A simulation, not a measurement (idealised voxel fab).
Name of the process module below: voxel capacitor over wiring
The width of the displayed cross-section, cut, is 155 nm; its cells are square, with a size of 5 nm.
Cross-section layout: square cells on a grid; listed as bands, top to bottom; a band spans one or more cell rows. For a band, the entry starts with two heights in nm, that of the top and then that of the bottom, and carries on with the band's materials in order from left to right, each alongside its width in nm; the word "full width" beside a single material means it fills the band edge to edge, and "air" means empty space. The reference from which all heights are counted is 0, the level beneath which the as-received wafer is entirely one material; the lowest band, having no lower bound, proceeds downward and is written after the example "z 0 and below". Top row gets the first number, bottom row gets the second, and each row in between changes by the same step: that is how a band width like "30..40" works. "stayed the same" -> step changed no cross-section cell. Enclosed voids (no open way to top), threshold 8 cells or more, entry "Sealed cavities", notation width x height at distance, distance from left edge, nm. Post-settings text on a step line: simulator's own remark regarding the step. overlay nm: for a step with a mask, the amount by which the mask lay right of where it was planned; a negative amount means left of it.
LISTED BELOW ARE THE PROCESS STEPS AS PLANNED
1. RECEIVE with material Si
2. CONFORMAL_DEP with material SiO2, thk nm 15
3. CONFORMAL_DEP with material SiN, thk nm 5
4. DIRECTIONAL_DEP with material SiO2, thk nm 25
5. DIRECTIONAL_DEP with material aC, thk nm 15
6. PATTERN with tone open, mask id METAL_1, material resist, width nm 30, pitch nm 80, thk nm 35, overlay nm 0
7. DIRECTIONAL_ETCH with etch materials aC, depth nm 15
8. STRIP with etch materials resist
9. DIRECTIONAL_ETCH with etch materials SiO2, depth nm 25
10. DIRECTIONAL_ETCH with etch materials SiN, depth nm 5
11. STRIP with etch materials aC
12. CONFORMAL_DEP with material TiN, thk nm 5
13. FILL_DEP with material Ru, thk nm 5
14. CMP with height nm 45
15. CONFORMAL_DEP with material SiCN, thk nm 5
16. DIRECTIONAL_DEP with material lowk, thk nm 15
17. MASKED_ETCH with tone open, mask id PLUG_1, width nm 15, etch materials lowk, depth nm 15, overlay nm 0
18. MASKED_ETCH with tone open, mask id PLUG_1, width nm 15, etch materials SiCN, depth nm 5, overlay nm 0
19. EPI with material Ru, thk nm 10
20. EPI with material Ru, thk nm 10
21. DIRECTIONAL_DEP with material TiN, thk nm 10
22. DIRECTIONAL_DEP with material HfO2, thk nm 5
23. DIRECTIONAL_DEP with material TiN, thk nm 10
24. DIRECTIONAL_DEP with material aC, thk nm 15
25. PATTERN with tone cover, mask id UPPER_PLATE, material resist, width nm 55, thk nm 30, overlay nm 0
26. DIRECTIONAL_ETCH with etch materials aC, depth nm 15
27. STRIP with etch materials resist
28. DIRECTIONAL_ETCH with etch materials TiN, depth nm 10
29. DIRECTIONAL_ETCH with etch materials HfO2, depth nm 5
30. STRIP with etch materials aC
31. DIRECTIONAL_DEP with material aC, thk nm 10
32. PATTERN with tone cover, mask id LOWER_PLATE, material resist, width nm 65, thk nm 30, overlay nm 0
33. DIRECTIONAL_ETCH with etch materials aC, depth nm 10
34. STRIP with etch materials resist
35. DIRECTIONAL_ETCH with etch materials TiN, depth nm 10
36. STRIP with etch materials aC
37. FILL_DEP with material SiO2, thk nm 20
38. CMP with height nm 105
39. MASKED_ETCH with tone open, mask id PLUG_2, width nm 15, etch materials SiO2, depth nm 15, overlay nm 0
40. CONFORMAL_DEP with material TiN, thk nm 5
41. FILL_DEP with material Ru, thk nm 10
42. CMP with height nm 105
43. CONFORMAL_DEP with material SiCN, thk nm 5
The thk nm used in step 3 is not the same on every wafer, whereas the starting condition is; the value printed in the plan is the first wafer's.
SECTIONAL VIEW: FIRST OF SEVERAL WAFERS, AS RECEIVED, AFTER STEP 1
* z 0 and below | Si full width
* Sealed cavities: none
EVERY ROW IN THIS TABLE IS A WAFER AT THE END OF THE MODULE, AND IT GIVES, FOR EACH OF THE MATERIALS, THE CELLS THAT WAFER HAS GAINED (+) OR LOST (-) SINCE IT WAS RECEIVED, THEN ITS CLOSED VOIDS
thk nm 5 | +11 HfO2 | +54 Ru | +59 SiCN | +19 SiN | +368 SiO2 | +87 TiN | +84 lowk | Sealed cavities: none
thk nm 10 | +11 HfO2 | +46 Ru | +59 SiCN | +50 SiN | +349 SiO2 | +83 TiN | +84 lowk | Sealed cavities: none
thk nm 15 | +11 HfO2 | +38 Ru | +59 SiCN | +81 SiN | +330 SiO2 | +79 TiN | +84 lowk | Sealed cavities: none
thk nm 20 | +11 HfO2 | +30 Ru | +59 SiCN | +112 SiN | +311 SiO2 | +75 TiN | +84 lowk | Sealed cavities: none
